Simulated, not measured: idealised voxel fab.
The process module presented herein is designated voxel tone inversion.
FYI the section here is cut, 220 nm wide, cells are 5 nm squares.
Format of a cross-section: grid, square cells. Given as bands. Order: top down. Band: one or more rows of cells.
For a band, the entry starts with two heights in nm, that of the top and then that of the bottom, and carries on with the band's materials in order from left to right, each alongside its width in nm; the word "throughout" beside a single material means it fills the band edge to edge, and "blank" means empty space.
Heights from 0 (as-received wafer is one material below). Bottom band endless downward, as "top 0, no bottom".
With a width like "30->40", each row of cells in the band differs from the next by the same amount, the top row carrying the first number and the bottom row the second.
A step reported as "no modifications" is a step in which no cell of the cross-section changed.
Enclosed voids (no open way to top), threshold 8 cells or more, entry "Closed void roster", notation width x height at distance, distance from left edge, nm.
Post-settings text on a step line: simulator's own remark regarding the step.
"overlay nm" denotes, for a step that has a mask, the displacement of the mask to the right of its planned place, with negative values corresponding to the left.

**Set out below are the planned steps of the process**
1. RECEIVE [material Si]
2. CONFORMAL_DEP [material SiN] [thk nm 10]
3. DIRECTIONAL_DEP [material polySi] [thk nm 25]
4. PATTERN [tone cover] [mask id POSTS] [material resist] [width nm 20] [pitch nm 45] [thk nm 30] [overlay nm -15]
5. DIRECTIONAL_ETCH [etch materials polySi] [depth nm 25]
6. STRIP [etch materials resist]
7. FILL_DEP [material lowk] [thk nm 10]
8. CMP [height nm 35]
9. STRIP [etch materials polySi]
10. CONFORMAL_DEP [material TiN] [thk nm 5]
11. FILL_DEP [material Cu] [thk nm 5]
12. CMP [height nm 35]
13. CONFORMAL_DEP [material SiCN] [thk nm 5]
Quick note for whoever runs this: the wafers start identical, but the overlay nm at step 4 isn't the same across them. The plan just shows what the first wafer had.

**After step 1, as received: first of several wafers, cross-section**
- top 0, no bottom = Si throughout
- Closed void roster: none

**Quick look at the cross-section of the first of several wafers after step 13, which wraps up the module**
- top 40, bottom 35 = SiCN throughout
- top 35, bottom 15 = 15 of lowk / 5 of TiN / 10 of Cu / 5 of TiN / 25 of lowk / 5 of TiN / 10 of Cu / 5 of TiN / 25 of lowk / 5 of TiN / 10 of Cu / 5 of TiN / 25 of lowk / 5 of TiN / 10 of Cu / 5 of TiN / 50 of lowk
- top 15, bottom 10 = 15 of lowk / 20 of TiN / 25 of lowk / 20 of TiN / 25 of lowk / 20 of TiN / 25 of lowk / 20 of TiN / 50 of lowk
- top 10, bottom 0 = SiN throughout
- top 0, no bottom = Si throughout
- Closed void roster: none

**Cross-sectional depiction of the last of several wafers upon completion of the module**
- top 40, bottom 35 = SiCN throughout
- top 35, bottom 15 = 45 of lowk / 5 of TiN / 10 of Cu / 5 of TiN / 25 of lowk / 5 of TiN / 10 of Cu / 5 of TiN / 25 of lowk / 5 of TiN / 10 of Cu / 5 of TiN / 25 of lowk / 5 of TiN / 10 of Cu / 5 of TiN / 20 of lowk
- top 15, bottom 10 = 45 of lowk / 20 of TiN / 25 of lowk / 20 of TiN / 25 of lowk / 20 of TiN / 25 of lowk / 20 of TiN / 20 of lowk
- top 10, bottom 0 = SiN throughout
- top 0, no bottom = Si throughout
- Closed void roster: none

**So in this table every wafer gets its own row, and what you see is where it stands at the end of the module: for each material, how many cells it picked up (+) or gave up (-) since we received it, and after that its closed voids**
overlay nm -15; +32 Cu; +44 SiCN; +88 SiN; +48 TiN; +140 lowk; Closed void roster: none
overlay nm -10; +32 Cu; +44 SiCN; +88 SiN; +48 TiN; +140 lowk; Closed void roster: none
overlay nm -5; +32 Cu; +44 SiCN; +88 SiN; +48 TiN; +140 lowk; Closed void roster: none
overlay nm 0; +32 Cu; +44 SiCN; +88 SiN; +48 TiN; +140 lowk; Closed void roster: none
overlay nm 5; +32 Cu; +44 SiCN; +88 SiN; +48 TiN; +140 lowk; Closed void roster: none
overlay nm 10; +32 Cu; +44 SiCN; +88 SiN; +48 TiN; +140 lowk; Closed void roster: none
overlay nm 15; +32 Cu; +44 SiCN; +88 SiN; +48 TiN; +140 lowk; Closed void roster: none
